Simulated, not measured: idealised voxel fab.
voxel gate over fins: a process module
It is cross-section cut that appears here, measuring 155 nm in width, its square cells being 5 nm in size.
A cross-section in this document is a grid of square cells, and it is written down as bands, the top band listed before the ones below it; a band is made up of one or more rows of cells. First you get the band's top height and its bottom height, in nm, and then the materials it's made of, left to right, with each width in nm. If you see a single material with "everywhere", that one covers the band edge to edge. "air" is empty space. The reference from which all heights are counted is 0, the level beneath which the as-received wafer is entirely one material; the lowest band, having no lower bound, proceeds downward and is written after the example "0..down". A two-number width, for instance "30 to 40", indicates that the width is equal to the first number in the top row of the band and to the second number in the bottom row, and that it changes by a constant amount per row of cells. You'll sometimes find "no alterations made" written for a step, and that's the way of saying that nowhere in the cross-section did a cell change during that step. "Closed void catalog": empty spaces of 8 cells or more with no open way to the top, each given as width x height at distance, distance from the left edge, all in nm. Where a step's line continues beyond its settings, the continuation is a remark by the simulator itself on that step. On any step carrying a mask, the "overlay nm" setting, if present on the step's line, tells how far right of its planned place the mask lay; negative values point to the left.
-- The process steps that were planned are listed below
1: RECEIVE with material Si
2: CONFORMAL_DEP with material SiN, thk nm 10
3: MASKED_ETCH with tone cover, mask id FINS, width nm 15, pitch nm 55, etch materials SiN, depth nm 10, overlay nm 0
4: MASKED_ETCH with tone cover, mask id FINS, width nm 15, pitch nm 55, etch materials Si, depth nm 30, overlay nm 0
5: FILL_DEP with material SiO2, thk nm 10
6: CMP with height nm 10
7: DIRECTIONAL_DEP with material aC, thk nm 10
8: PATTERN with tone open, mask id RAIL, material resist, width nm 15, thk nm 25, overlay nm 0
9: DIRECTIONAL_ETCH with etch materials aC, depth nm 10
10: STRIP with etch materials resist
11: DIRECTIONAL_ETCH with etch materials SiO2, depth nm 35
12: STRIP with etch materials aC
13: CONFORMAL_DEP with material TiN, thk nm 5
14: FILL_DEP with material W, thk nm 5
15: CMP with height nm 10
16: SELECTIVE_ETCH with etch materials W Ru TiN, depth nm 30
17: FILL_DEP with material SiO2, thk nm 5
18: CMP with height nm 10
19: SELECTIVE_ETCH with etch materials SiO2, depth nm 25
20: STRIP with etch materials SiN
21: CONFORMAL_DEP with material HfO2, thk nm 5
22: CONFORMAL_DEP with material TiN, thk nm 5
23: FILL_DEP with material W, thk nm 15
24: CMP with height nm 20
25: CONFORMAL_DEP with material SiCN, thk nm 10
-- First wafer out of two, processed as planned
-- Step 1 complete: cross-section of the wafer as received
> 0..down = Si everywhere
> Closed void catalog: none
-- Cross-section through the wafer, step 2 finished
> 10..0 = SiN everywhere
> For the remainder of the cross-section, below 0, there is no change.
-- Cross-section through the wafer, step 3 finished
> 10..0 = 40 air  15 SiN  40 air  15 SiN  45 air
> For the remainder of the cross-section, below 0, there is no change.
-- Cross-section through the wafer, step 4 finished
> 10..0 = 40 air  15 SiN  40 air  15 SiN  45 air
> 0..-30 = 40 air  15 Si  40 air  15 Si  45 air
> For the remainder of the cross-section, below -30, there is no change.
-- Cross-section through the wafer, step 5 finished
> 20..10 = SiO2 everywhere
> 10..0 = 40 SiO2  15 SiN  40 SiO2  15 SiN  45 SiO2
> 0..-30 = 40 SiO2  15 Si  40 SiO2  15 Si  45 SiO2
> For the remainder of the cross-section, below -30, there is no change.
-- Cross-section through the wafer, step 6 finished
> 10..0 = 40 SiO2  15 SiN  40 SiO2  15 SiN  45 SiO2
> For the remainder of the cross-section, below 0, there is no change.
-- Cross-section through the wafer, step 7 finished
> 20..10 = aC everywhere
> For the remainder of the cross-section, below 10, there is no change.
-- Cross-section through the wafer, step 8 finished
> 45..20 = 65 resist  15 air  75 resist
> For the remainder of the cross-section, below 20, there is no change.
-- Cross-section through the wafer, step 9 finished
> 35..20 = 65 resist  15 air  75 resist
> 20..10 = 65 aC  15 air  75 aC
> For the remainder of the cross-section, below 10, there is no change.
-- Cross-section through the wafer, step 10 finished
> 20..10 = 65 aC  15 air  75 aC
> For the remainder of the cross-section, below 10, there is no change.
-- Cross-section through the wafer, step 11 finished
> 20..10 = 65 aC  15 air  75 aC
> 10..0 = 40 SiO2  15 SiN  10 SiO2  15 air  15 SiO2  15 SiN  45 SiO2
> 0..-25 = 40 SiO2  15 Si  10 SiO2  15 air  15 SiO2  15 Si  45 SiO2
> For the remainder of the cross-section, below -25, there is no change.
-- Cross-section through the wafer, step 12 finished
> 10..0 = 40 SiO2  15 SiN  10 SiO2  15 air  15 SiO2  15 SiN  45 SiO2
> For the remainder of the cross-section, below 0, there is no change.
-- Cross-section through the wafer, step 13 finished
> 15..10 = 70 TiN  5 air  80 TiN
> 10..0 = 40 SiO2  15 SiN  10 SiO2  5 TiN  5 air  5 TiN  15 SiO2  15 SiN  45 SiO2
> 0..-20 = 40 SiO2  15 Si  10 SiO2  5 TiN  5 air  5 TiN  15 SiO2  15 Si  45 SiO2
> -20..-25 = 40 SiO2  15 Si  10 SiO2  15 TiN  15 SiO2  15 Si  45 SiO2
> For the remainder of the cross-section, below -25, there is no change.
-- Cross-section through the wafer, step 14 finished
> 20..15 = W everywhere
> 15..10 = 70 TiN  5 W  80 TiN
> 10..0 = 40 SiO2  15 SiN  10 SiO2  5 TiN  5 W  5 TiN  15 SiO2  15 SiN  45 SiO2
> 0..-20 = 40 SiO2  15 Si  10 SiO2  5 TiN  5 W  5 TiN  15 SiO2  15 Si  45 SiO2
> For the remainder of the cross-section, below -20, there is no change.
-- Cross-section through the wafer, step 15 finished
> 10..0 = 40 SiO2  15 SiN  10 SiO2  5 TiN  5 W  5 TiN  15 SiO2  15 SiN  45 SiO2
> For the remainder of the cross-section, below 0, there is no change.
-- Cross-section through the wafer, step 16 finished
> 10..0 = 40 SiO2  15 SiN  10 SiO2  15 air  15 SiO2  15 SiN  45 SiO2
> 0..-20 = 40 SiO2  15 Si  10 SiO2  15 air  15 SiO2  15 Si  45 SiO2
> For the remainder of the cross-section, below -20, there is no change.
-- Cross-section through the wafer, step 17 finished
> 15..10 = SiO2 everywhere
> 10..0 = 40 SiO2  15 SiN  40 SiO2  15 SiN  45 SiO2
> 0..-20 = 40 SiO2  15 Si  40 SiO2  15 Si  45 SiO2
> For the remainder of the cross-section, below -20, there is no change.
-- Cross-section through the wafer, step 18 finished
> 10..0 = 40 SiO2  15 SiN  40 SiO2  15 SiN  45 SiO2
> For the remainder of the cross-section, below 0, there is no change.
-- Cross-section through the wafer, step 19 finished
> 10..0 = 40 air  15 SiN  40 air  15 SiN  45 air
> 0..-15 = 40 air  15 Si  40 air  15 Si  45 air
> For the remainder of the cross-section, below -15, there is no change.
-- Cross-section through the wafer, step 20 finished
> 0..-15 = 40 air  15 Si  40 air  15 Si  45 air
> For the remainder of the cross-section, below -15, there is no change.
-- Cross-section through the wafer, step 21 finished
> 5..0 = 35 air  25 HfO2  30 air  25 HfO2  40 air
> 0..-10 = 35 air  5 HfO2  15 Si  5 HfO2  30 air  5 HfO2  15 Si  5 HfO2  40 air
> -10..-15 = 40 HfO2  15 Si  40 HfO2  15 Si  45 HfO2
> For the remainder of the cross-section, below -15, there is no change.
-- Cross-section through the wafer, step 22 finished
> 10..5 = 30 air  35 TiN  20 air  35 TiN  35 air
> 5..0 = 30 air  5 TiN  25 HfO2  5 TiN  20 air  5 TiN  25 HfO2  5 TiN  35 air
> 0..-5 = 30 air  5 TiN  5 HfO2  15 Si  5 HfO2  5 TiN  20 air  5 TiN  5 HfO2  15 Si  5 HfO2  5 TiN  35 air
> -5..-10 = 35 TiN  5 HfO2  15 Si  5 HfO2  30 TiN  5 HfO2  15 Si  5 HfO2  40 TiN
> For the remainder of the cross-section, below -10, there is no change.
-- Cross-section through the wafer, step 23 finished
> 25..10 = W everywhere
> 10..5 = 30 W  35 TiN  20 W  35 TiN  35 W
> 5..0 = 30 W  5 TiN  25 HfO2  5 TiN  20 W  5 TiN  25 HfO2  5 TiN  35 W
> 0..-5 = 30 W  5 TiN  5 HfO2  15 Si  5 HfO2  5 TiN  20 W  5 TiN  5 HfO2  15 Si  5 HfO2  5 TiN  35 W
> For the remainder of the cross-section, below -5, there is no change.
-- Cross-section through the wafer, step 24 finished
> 20..10 = W everywhere
> For the remainder of the cross-section, below 10, there is no change.
-- Cross-section through the wafer, step 25 finished
> 30..20 = SiCN everywhere
> For the remainder of the cross-section, below 20, there is no change.
-- For the second wafer, take the first wafer's start and plan, then add one mistake made in running it; everything through step 18, that step included, is shared with the first
-- Look at the second wafer in cross-section at the time step 19 ought to have finished
> 10..0 = 40 air  15 SiN  40 air  15 SiN  45 air
> 0..-5 = 40 air  15 Si  40 air  15 Si  45 air
> For the remainder of the cross-section, below -5, there is no change.
-- Look at the second wafer in cross-section at the time step 20 ought to have finished
> 0..-5 = 40 air  15 Si  40 air  15 Si  45 air
> For the remainder of the cross-section, below -5, there is no change.
-- Look at the second wafer in cross-section at the time step 21 ought to have finished
> 5..0 = 35 air  25 HfO2  30 air  25 HfO2  40 air
> 0..-5 = 40 HfO2  15 Si  40 HfO2  15 Si  45 HfO2
> For the remainder of the cross-section, below -5, there is no change.
-- Look at the second wafer in cross-section at the time step 22 ought to have finished
> 10..5 = 30 air  35 TiN  20 air  35 TiN  35 air
> 5..0 = 35 TiN  25 HfO2  30 TiN  25 HfO2  40 TiN
> For the remainder of the cross-section, below 0, there is no change.
-- Look at the second wafer in cross-section at the time step 23 ought to have finished
> 25..10 = W everywhere
> 10..5 = 30 W  35 TiN  20 W  35 TiN  35 W
> For the remainder of the cross-section, below 5, there is no change.
-- Look at the second wafer in cross-section at the time step 24 ought to have finished
> 20..10 = W everywhere
> For the remainder of the cross-section, below 10, there is no change.
-- Look at the second wafer in cross-section at the time step 25 ought to have finished
> 30..20 = SiCN everywhere
> For the remainder of the cross-section, below 20, there is no change.
The plan and the run diverged here: so step 19 ended up running with a different setting than we planned, it ran as SELECTIVE_ETCH with etch materials SiO2, depth nm 15
The closing comparison, in cells, has the second wafer with more or fewer of some materials than the first: 8 fewer of HfO2; 50 more of SiO2; 8 fewer of TiN; 34 fewer of W
